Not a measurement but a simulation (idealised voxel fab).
Process module name: voxel wiring stack
Cross-section cut: width 260 nm, square cells of 5 nm.
Bands, listed from the top down, are how a cross-section gets written in this document; the cross-section itself is a grid of square cells, and a band is one or more rows of them. A band entry consists of two parts. The first gives the height of the band's top and the height of its bottom, in nm. The rest lists the band's materials from left to right, each with its width in nm. A single material labelled with the word "all across" fills the band from edge to edge, and the word "air" marks empty space. Heights are measured from 0, the level below which the as-received wafer is all one material; the lowest band has no bottom and continues downward, written as in "0 down". So if you see something like "30 to 40" for the width, read it as the top row of the band sitting at the first number and the bottom row at the second, with every row in between moving by the same amount as the last. What does "no change" mean for a step? It means no cell of the cross-section changed in that step. So "Enclosed cavities" is basically the list of trapped voids: any empty space of 8 cells or more that can't reach the top through an opening. They're written width x height at distance, the distance being from the left edge, and it's all nm. Where a step's line continues beyond its settings, the continuation is a remark by the simulator itself on that step. You can add "overlay nm" to a step's line. For a step with a mask, it describes how far the mask lay to the right of its planned position, and a negative number describes a lay to the left.
### The planned process steps are enumerated hereunder
step 1: RECEIVE, material Si
step 2: CONFORMAL_DEP, material SiO2, thk nm 10
step 3: CONFORMAL_DEP, material SiCN, thk nm 5
step 4: DIRECTIONAL_DEP, material SiO2, thk nm 15
step 5: PATTERN, tone open, mask id METAL_1, material resist, width nm 30, pitch nm 55, thk nm 20, overlay nm 0
step 6: DIRECTIONAL_ETCH, etch materials SiO2, depth nm 15
step 7: DIRECTIONAL_ETCH, etch materials SiCN, depth nm 5
step 8: STRIP, etch materials resist
step 9: CONFORMAL_DEP, material TiN, thk nm 5
step 10: FILL_DEP, material Cu, thk nm 5
step 11: CMP, height nm 30
step 12: CONFORMAL_DEP, material SiCN, thk nm 5
step 13: DIRECTIONAL_DEP, material SiO2, thk nm 20
step 14: MASKED_ETCH, tone open, mask id PLUG_1, width nm 15, pitch nm 55, etch materials SiO2, depth nm 20, overlay nm 0
step 15: MASKED_ETCH, tone open, mask id PLUG_1, width nm 15, pitch nm 55, etch materials SiCN, depth nm 5, overlay nm 0
step 16: EPI, material Ru, thk nm 10
step 17: EPI, material Ru, thk nm 10
step 18: EPI, material Ru, thk nm 5
step 19: CONFORMAL_DEP, material SiCN, thk nm 5
step 20: DIRECTIONAL_DEP, material lowk, thk nm 20
step 21: PATTERN, tone open, mask id METAL_2, material resist, width nm 30, pitch nm 55, thk nm 20, overlay nm 0
step 22: DIRECTIONAL_ETCH, etch materials lowk, depth nm 20
step 23: DIRECTIONAL_ETCH, etch materials SiCN, depth nm 5
step 24: STRIP, etch materials resist
step 25: CONFORMAL_DEP, material TiN, thk nm 5
step 26: FILL_DEP, material Cu, thk nm 10
step 27: CMP, height nm 80
step 28: CONFORMAL_DEP, material SiCN, thk nm 5
step 29: DIRECTIONAL_DEP, material lowk, thk nm 30
step 30: MASKED_ETCH, tone open, mask id METAL_3_HOLES, width nm 15, pitch nm 55, etch materials lowk, depth nm 30, overlay nm 0
step 31: MASKED_ETCH, tone open, mask id METAL_3, width nm 30, pitch nm 55, etch materials lowk, depth nm 20, overlay nm 0
step 32: MASKED_ETCH, tone open, mask id METAL_3, width nm 30, pitch nm 55, etch materials SiCN, depth nm 5, overlay nm 0
step 33: CONFORMAL_DEP, material TiN, thk nm 5
step 34: FILL_DEP, material Cu, thk nm 5
step 35: CMP, height nm 115
step 36: CONFORMAL_DEP, material SiCN, thk nm 5
step 37: DIRECTIONAL_DEP, material lowk, thk nm 10
step 38: DIRECTIONAL_DEP, material aC, thk nm 10
step 39: PATTERN, tone open, mask id PLUG_3, material resist, width nm 15, thk nm 25, overlay nm 0
step 40: DIRECTIONAL_ETCH, etch materials aC, depth nm 10
step 41: STRIP, etch materials resist
step 42: DIRECTIONAL_ETCH, etch materials lowk, depth nm 10
step 43: DIRECTIONAL_ETCH, etch materials SiCN, depth nm 5
step 44: STRIP, etch materials aC
step 45: CONFORMAL_DEP, material TiN, thk nm 5
step 46: FILL_DEP, material W, thk nm 10
step 47: CMP, height nm 130
step 48: CONFORMAL_DEP, material SiN, thk nm 5
step 49: DIRECTIONAL_DEP, material lowk, thk nm 25
step 50: MASKED_ETCH, tone open, mask id METAL_4, width nm 30, pitch nm 55, etch materials lowk, depth nm 25, overlay nm 0
step 51: MASKED_ETCH, tone open, mask id METAL_4, width nm 30, pitch nm 55, etch materials SiN, depth nm 5, overlay nm 0
step 52: CONFORMAL_DEP, material TiN, thk nm 5
step 53: FILL_DEP, material Cu, thk nm 5
step 54: CMP, height nm 160
step 55: EPI, material Ru, thk nm 5
step 56: FILL_DEP, material SiCN, thk nm 5
### First of two wafers - as planned
### So this is the incoming wafer in cross-section - it's already been through step 1
	0 down  Si all across
	Enclosed cavities: none
### The wafer, seen in cross-section, after step 2
	10 to 0  SiO2 all across
	Under the height 0 nothing was changed.
### The wafer, seen in cross-section, after step 3
	15 to 10  SiCN all across
	Under the height 10 nothing was changed.
### The wafer, seen in cross-section, after step 4
	30 to 15  SiO2 all across
	Under the height 15 nothing was changed.
### The wafer, seen in cross-section, after step 5
	50 to 30  resist 85 nm, then air 30 nm, then resist 25 nm, then air 30 nm, then resist 90 nm
	Under the height 30 nothing was changed.
### The wafer, seen in cross-section, after step 6
	50 to 30  resist 85 nm, then air 30 nm, then resist 25 nm, then air 30 nm, then resist 90 nm
	30 to 15  SiO2 85 nm, then air 30 nm, then SiO2 25 nm, then air 30 nm, then SiO2 90 nm
	Under the height 15 nothing was changed.
### The wafer, seen in cross-section, after step 7
	50 to 30  resist 85 nm, then air 30 nm, then resist 25 nm, then air 30 nm, then resist 90 nm
	30 to 15  SiO2 85 nm, then air 30 nm, then SiO2 25 nm, then air 30 nm, then SiO2 90 nm
	15 to 10  SiCN 85 nm, then air 30 nm, then SiCN 25 nm, then air 30 nm, then SiCN 90 nm
	Under the height 10 nothing was changed.
### The wafer, seen in cross-section, after step 8
	30 to 15  SiO2 85 nm, then air 30 nm, then SiO2 25 nm, then air 30 nm, then SiO2 90 nm
	Under the height 15 nothing was changed.
### The wafer, seen in cross-section, after step 9
	35 to 30  TiN 90 nm, then air 20 nm, then TiN 35 nm, then air 20 nm, then TiN 95 nm
	30 to 15  SiO2 85 nm, then TiN 5 nm, then air 20 nm, then TiN 5 nm, then SiO2 25 nm, then TiN 5 nm, then air 20 nm, then TiN 5 nm, then SiO2 90 nm
	15 to 10  SiCN 85 nm, then TiN 30 nm, then SiCN 25 nm, then TiN 30 nm, then SiCN 90 nm
	Under the height 10 nothing was changed.
### The wafer, seen in cross-section, after step 10
	40 to 35  Cu all across
	35 to 30  TiN 90 nm, then Cu 20 nm, then TiN 35 nm, then Cu 20 nm, then TiN 95 nm
	30 to 15  SiO2 85 nm, then TiN 5 nm, then Cu 20 nm, then TiN 5 nm, then SiO2 25 nm, then TiN 5 nm, then Cu 20 nm, then TiN 5 nm, then SiO2 90 nm
	Under the height 15 nothing was changed.
### The wafer, seen in cross-section, after step 11
	30 to 15  SiO2 85 nm, then TiN 5 nm, then Cu 20 nm, then TiN 5 nm, then SiO2 25 nm, then TiN 5 nm, then Cu 20 nm, then TiN 5 nm, then SiO2 90 nm
	Under the height 15 nothing was changed.
### The wafer, seen in cross-section, after step 12
	35 to 30  SiCN all across
	Under the height 30 nothing was changed.
### The wafer, seen in cross-section, after step 13
	55 to 35  SiO2 all across
	Under the height 35 nothing was changed.
### The wafer, seen in cross-section, after step 14
	55 to 35  SiO2 85 nm, then air 15 nm, then SiO2 40 nm, then air 15 nm, then SiO2 105 nm
	Under the height 35 nothing was changed.
### The wafer, seen in cross-section, after step 15
	55 to 35  SiO2 85 nm, then air 15 nm, then SiO2 40 nm, then air 15 nm, then SiO2 105 nm
	35 to 30  SiCN 85 nm, then air 15 nm, then SiCN 40 nm, then air 15 nm, then SiCN 105 nm
	Under the height 30 nothing was changed.
### The wafer, seen in cross-section, after step 16
	55 to 40  SiO2 85 nm, then air 15 nm, then SiO2 40 nm, then air 15 nm, then SiO2 105 nm
	40 to 35  SiO2 85 nm, then Ru 15 nm, then SiO2 40 nm, then Ru 15 nm, then SiO2 105 nm
	35 to 30  SiCN 85 nm, then Ru 15 nm, then SiCN 40 nm, then Ru 15 nm, then SiCN 105 nm
	Under the height 30 nothing was changed.
### The wafer, seen in cross-section, after step 17
	55 to 50  SiO2 85 nm, then air 15 nm, then SiO2 40 nm, then air 15 nm, then SiO2 105 nm
	50 to 35  SiO2 85 nm, then Ru 15 nm, then SiO2 40 nm, then Ru 15 nm, then SiO2 105 nm
	Under the height 35 nothing was changed.
### The wafer, seen in cross-section, after step 18
	55 to 35  SiO2 85 nm, then Ru 15 nm, then SiO2 40 nm, then Ru 15 nm, then SiO2 105 nm
	Under the height 35 nothing was changed.
### The wafer, seen in cross-section, after step 19
	60 to 55  SiCN all across
	Under the height 55 nothing was changed.
### The wafer, seen in cross-section, after step 20
	80 to 60  lowk all across
	Under the height 60 nothing was changed.
### The wafer, seen in cross-section, after step 21
	100 to 80  resist 85 nm, then air 30 nm, then resist 25 nm, then air 30 nm, then resist 90 nm
	Under the height 80 nothing was changed.
### The wafer, seen in cross-section, after step 22
	100 to 80  resist 85 nm, then air 30 nm, then resist 25 nm, then air 30 nm, then resist 90 nm
	80 to 60  lowk 85 nm, then air 30 nm, then lowk 25 nm, then air 30 nm, then lowk 90 nm
	Under the height 60 nothing was changed.
### The wafer, seen in cross-section, after step 23
	100 to 80  resist 85 nm, then air 30 nm, then resist 25 nm, then air 30 nm, then resist 90 nm
	80 to 60  lowk 85 nm, then air 30 nm, then lowk 25 nm, then air 30 nm, then lowk 90 nm
	60 to 55  SiCN 85 nm, then air 30 nm, then SiCN 25 nm, then air 30 nm, then SiCN 90 nm
	Under the height 55 nothing was changed.
### The wafer, seen in cross-section, after step 24
	80 to 60  lowk 85 nm, then air 30 nm, then lowk 25 nm, then air 30 nm, then lowk 90 nm
	Under the height 60 nothing was changed.
### The wafer, seen in cross-section, after step 25
	85 to 80  TiN 90 nm, then air 20 nm, then TiN 35 nm, then air 20 nm, then TiN 95 nm
	80 to 60  lowk 85 nm, then TiN 5 nm, then air 20 nm, then TiN 5 nm, then lowk 25 nm, then TiN 5 nm, then air 20 nm, then TiN 5 nm, then lowk 90 nm
	60 to 55  SiCN 85 nm, then TiN 30 nm, then SiCN 25 nm, then TiN 30 nm, then SiCN 90 nm
	Under the height 55 nothing was changed.
### The wafer, seen in cross-section, after step 26
	95 to 85  Cu all across
	85 to 80  TiN 90 nm, then Cu 20 nm, then TiN 35 nm, then Cu 20 nm, then TiN 95 nm
	80 to 60  lowk 85 nm, then TiN 5 nm, then Cu 20 nm, then TiN 5 nm, then lowk 25 nm, then TiN 5 nm, then Cu 20 nm, then TiN 5 nm, then lowk 90 nm
	Under the height 60 nothing was changed.
### The wafer, seen in cross-section, after step 27
	80 to 60  lowk 85 nm, then TiN 5 nm, then Cu 20 nm, then TiN 5 nm, then lowk 25 nm, then TiN 5 nm, then Cu 20 nm, then TiN 5 nm, then lowk 90 nm
	Under the height 60 nothing was changed.
### The wafer, seen in cross-section, after step 28
	85 to 80  SiCN all across
	Under the height 80 nothing was changed.
### The wafer, seen in cross-section, after step 29
	115 to 85  lowk all across
	Under the height 85 nothing was changed.
### The wafer, seen in cross-section, after step 30
	115 to 85  lowk 85 nm, then air 15 nm, then lowk 40 nm, then air 15 nm, then lowk 105 nm
	Under the height 85 nothing was changed.
### The wafer, seen in cross-section, after step 31
	115 to 95  lowk 85 nm, then air 30 nm, then lowk 25 nm, then air 30 nm, then lowk 90 nm
	Under the height 95 nothing was changed.
### The wafer, seen in cross-section, after step 32
	115 to 95  lowk 85 nm, then air 30 nm, then lowk 25 nm, then air 30 nm, then lowk 90 nm
	95 to 85  lowk 85 nm, then air 15 nm, then lowk 40 nm, then air 15 nm, then lowk 105 nm
	85 to 80  SiCN 85 nm, then air 15 nm, then SiCN 40 nm, then air 15 nm, then SiCN 105 nm
	Under the height 80 nothing was changed.
### The wafer, seen in cross-section, after step 33
	120 to 115  TiN 90 nm, then air 20 nm, then TiN 35 nm, then air 20 nm, then TiN 95 nm
	115 to 100  lowk 85 nm, then TiN 5 nm, then air 20 nm, then TiN 5 nm, then lowk 25 nm, then TiN 5 nm, then air 20 nm, then TiN 5 nm, then lowk 90 nm
	100 to 95  lowk 85 nm, then TiN 5 nm, then air 5 nm, then TiN 20 nm, then lowk 25 nm, then TiN 5 nm, then air 5 nm, then TiN 20 nm, then lowk 90 nm
	95 to 85  lowk 85 nm, then TiN 5 nm, then air 5 nm, then TiN 5 nm, then lowk 40 nm, then TiN 5 nm, then air 5 nm, then TiN 5 nm, then lowk 105 nm
	85 to 80  SiCN 85 nm, then TiN 15 nm, then SiCN 40 nm, then TiN 15 nm, then SiCN 105 nm
	Under the height 80 nothing was changed.
### The wafer, seen in cross-section, after step 34
	125 to 120  Cu all across
	120 to 115  TiN 90 nm, then Cu 20 nm, then TiN 35 nm, then Cu 20 nm, then TiN 95 nm
	115 to 100  lowk 85 nm, then TiN 5 nm, then Cu 20 nm, then TiN 5 nm, then lowk 25 nm, then TiN 5 nm, then Cu 20 nm, then TiN 5 nm, then lowk 90 nm
	100 to 95  lowk 85 nm, then TiN 5 nm, then Cu 5 nm, then TiN 20 nm, then lowk 25 nm, then TiN 5 nm, then Cu 5 nm, then TiN 20 nm, then lowk 90 nm
	95 to 85  lowk 85 nm, then TiN 5 nm, then Cu 5 nm, then TiN 5 nm, then lowk 40 nm, then TiN 5 nm, then Cu 5 nm, then TiN 5 nm, then lowk 105 nm
	Under the height 85 nothing was changed.
### The wafer, seen in cross-section, after step 35
	115 to 100  lowk 85 nm, then TiN 5 nm, then Cu 20 nm, then TiN 5 nm, then lowk 25 nm, then TiN 5 nm, then Cu 20 nm, then TiN 5 nm, then lowk 90 nm
	Under the height 100 nothing was changed.
### The wafer, seen in cross-section, after step 36
	120 to 115  SiCN all across
	Under the height 115 nothing was changed.
### The wafer, seen in cross-section, after step 37
	130 to 120  lowk all across
	Under the height 120 nothing was changed.
### The wafer, seen in cross-section, after step 38
	140 to 130  aC all across
	Under the height 130 nothing was changed.
### The wafer, seen in cross-section, after step 39
	165 to 140  resist 85 nm, then air 15 nm, then resist 160 nm
	Under the height 140 nothing was changed.
### The wafer, seen in cross-section, after step 40
	155 to 140  resist 85 nm, then air 15 nm, then resist 160 nm
	140 to 130  aC 85 nm, then air 15 nm, then aC 160 nm
	Under the height 130 nothing was changed.
### The wafer, seen in cross-section, after step 41
	140 to 130  aC 85 nm, then air 15 nm, then aC 160 nm
	Under the height 130 nothing was changed.
### The wafer, seen in cross-section, after step 42
	140 to 130  aC 85 nm, then air 15 nm, then aC 160 nm
	130 to 120  lowk 85 nm, then air 15 nm, then lowk 160 nm
	Under the height 120 nothing was changed.
### The wafer, seen in cross-section, after step 43
	140 to 130  aC 85 nm, then air 15 nm, then aC 160 nm
	130 to 120  lowk 85 nm, then air 15 nm, then lowk 160 nm
	120 to 115  SiCN 85 nm, then air 15 nm, then SiCN 160 nm
	Under the height 115 nothing was changed.
### The wafer, seen in cross-section, after step 44
	130 to 120  lowk 85 nm, then air 15 nm, then lowk 160 nm
	Under the height 120 nothing was changed.
### The wafer, seen in cross-section, after step 45
	135 to 130  TiN 90 nm, then air 5 nm, then TiN 165 nm
	130 to 120  lowk 85 nm, then TiN 5 nm, then air 5 nm, then TiN 5 nm, then lowk 160 nm
	120 to 115  SiCN 85 nm, then TiN 15 nm, then SiCN 160 nm
	Under the height 115 nothing was changed.
### The wafer, seen in cross-section, after step 46
	145 to 135  W all across
	135 to 130  TiN 90 nm, then W 5 nm, then TiN 165 nm
	130 to 120  lowk 85 nm, then TiN 5 nm, then W 5 nm, then TiN 5 nm, then lowk 160 nm
	Under the height 120 nothing was changed.
### The wafer, seen in cross-section, after step 47
	130 to 120  lowk 85 nm, then TiN 5 nm, then W 5 nm, then TiN 5 nm, then lowk 160 nm
	Under the height 120 nothing was changed.
### The wafer, seen in cross-section, after step 48
	135 to 130  SiN all across
	Under the height 130 nothing was changed.
### The wafer, seen in cross-section, after step 49
	160 to 135  lowk all across
	Under the height 135 nothing was changed.
### The wafer, seen in cross-section, after step 50
	160 to 135  lowk 85 nm, then air 30 nm, then lowk 25 nm, then air 30 nm, then lowk 90 nm
	Under the height 135 nothing was changed.
### The wafer, seen in cross-section, after step 51
	160 to 135  lowk 85 nm, then air 30 nm, then lowk 25 nm, then air 30 nm, then lowk 90 nm
	135 to 130  SiN 85 nm, then air 30 nm, then SiN 25 nm, then air 30 nm, then SiN 90 nm
	Under the height 130 nothing was changed.
### The wafer, seen in cross-section, after step 52
	165 to 160  TiN 90 nm, then air 20 nm, then TiN 35 nm, then air 20 nm, then TiN 95 nm
	160 to 135  lowk 85 nm, then TiN 5 nm, then air 20 nm, then TiN 5 nm, then lowk 25 nm, then TiN 5 nm, then air 20 nm, then TiN 5 nm, then lowk 90 nm
	135 to 130  SiN 85 nm, then TiN 30 nm, then SiN 25 nm, then TiN 30 nm, then SiN 90 nm
	Under the height 130 nothing was changed.
### The wafer, seen in cross-section, after step 53
	170 to 165  Cu all across
	165 to 160  TiN 90 nm, then Cu 20 nm, then TiN 35 nm, then Cu 20 nm, then TiN 95 nm
	160 to 135  lowk 85 nm, then TiN 5 nm, then Cu 20 nm, then TiN 5 nm, then lowk 25 nm, then TiN 5 nm, then Cu 20 nm, then TiN 5 nm, then lowk 90 nm
	Under the height 135 nothing was changed.
### The wafer, seen in cross-section, after step 54
	160 to 135  lowk 85 nm, then TiN 5 nm, then Cu 20 nm, then TiN 5 nm, then lowk 25 nm, then TiN 5 nm, then Cu 20 nm, then TiN 5 nm, then lowk 90 nm
	Under the height 135 nothing was changed.
### The wafer, seen in cross-section, after step 55
	165 to 160  air 80 nm, then Ru 40 nm, then air 15 nm, then Ru 40 nm, then air 85 nm
	Under the height 160 nothing was changed.
### The wafer, seen in cross-section, after step 56
	170 to 165  SiCN all across
	165 to 160  SiCN 80 nm, then Ru 40 nm, then SiCN 15 nm, then Ru 40 nm, then SiCN 85 nm
	Under the height 160 nothing was changed.
### Second wafer: same start and same plan as the first, one execution error; identical to the first through step 49
### Cross-section, second wafer, at the end time the plan gives for step 50
	160 to 135  air 85 nm, then lowk 30 nm, then air 25 nm, then lowk 30 nm, then air 90 nm
	Under the height 135 nothing was changed.
Cross-section, second wafer, at the end time the plan gives for step 51: no change
### Cross-section, second wafer, at the end time the plan gives for step 52
	165 to 160  air 80 nm, then TiN 40 nm, then air 15 nm, then TiN 40 nm, then air 85 nm
	160 to 140  air 80 nm, then TiN 5 nm, then lowk 30 nm, then TiN 5 nm, then air 15 nm, then TiN 5 nm, then lowk 30 nm, then TiN 5 nm, then air 85 nm
	140 to 135  TiN 85 nm, then lowk 30 nm, then TiN 25 nm, then lowk 30 nm, then TiN 90 nm
	Under the height 135 nothing was changed.
### Cross-section, second wafer, at the end time the plan gives for step 53
	170 to 165  Cu all across
	165 to 160  Cu 80 nm, then TiN 40 nm, then Cu 15 nm, then TiN 40 nm, then Cu 85 nm
	160 to 140  Cu 80 nm, then TiN 5 nm, then lowk 30 nm, then TiN 5 nm, then Cu 15 nm, then TiN 5 nm, then lowk 30 nm, then TiN 5 nm, then Cu 85 nm
	Under the height 140 nothing was changed.
### Cross-section, second wafer, at the end time the plan gives for step 54
	160 to 140  Cu 80 nm, then TiN 5 nm, then lowk 30 nm, then TiN 5 nm, then Cu 15 nm, then TiN 5 nm, then lowk 30 nm, then TiN 5 nm, then Cu 85 nm
	Under the height 140 nothing was changed.
### Cross-section, second wafer, at the end time the plan gives for step 55
	165 to 160  Ru 90 nm, then air 20 nm, then Ru 35 nm, then air 20 nm, then Ru 95 nm
	Under the height 160 nothing was changed.
### Cross-section, second wafer, at the end time the plan gives for step 56
	170 to 165  SiCN all across
	165 to 160  Ru 90 nm, then SiCN 20 nm, then Ru 35 nm, then SiCN 20 nm, then Ru 95 nm
	Under the height 160 nothing was changed.
Heads up, the wafer didn't run the way we planned it: off-plan run, step 50, actual operation and settings MASKED_ETCH, tone cover, mask id METAL_4, width nm 30, pitch nm 55, etch materials lowk, depth nm 25, overlay nm 0
In the final state, the cell counts of the second wafer exceed or fall short of those of the first for the following materials: Cu: 104 more; Ru: 28 more; SiCN: 28 fewer; SiN: 12 more; TiN: 24 more; lowk: 140 fewer
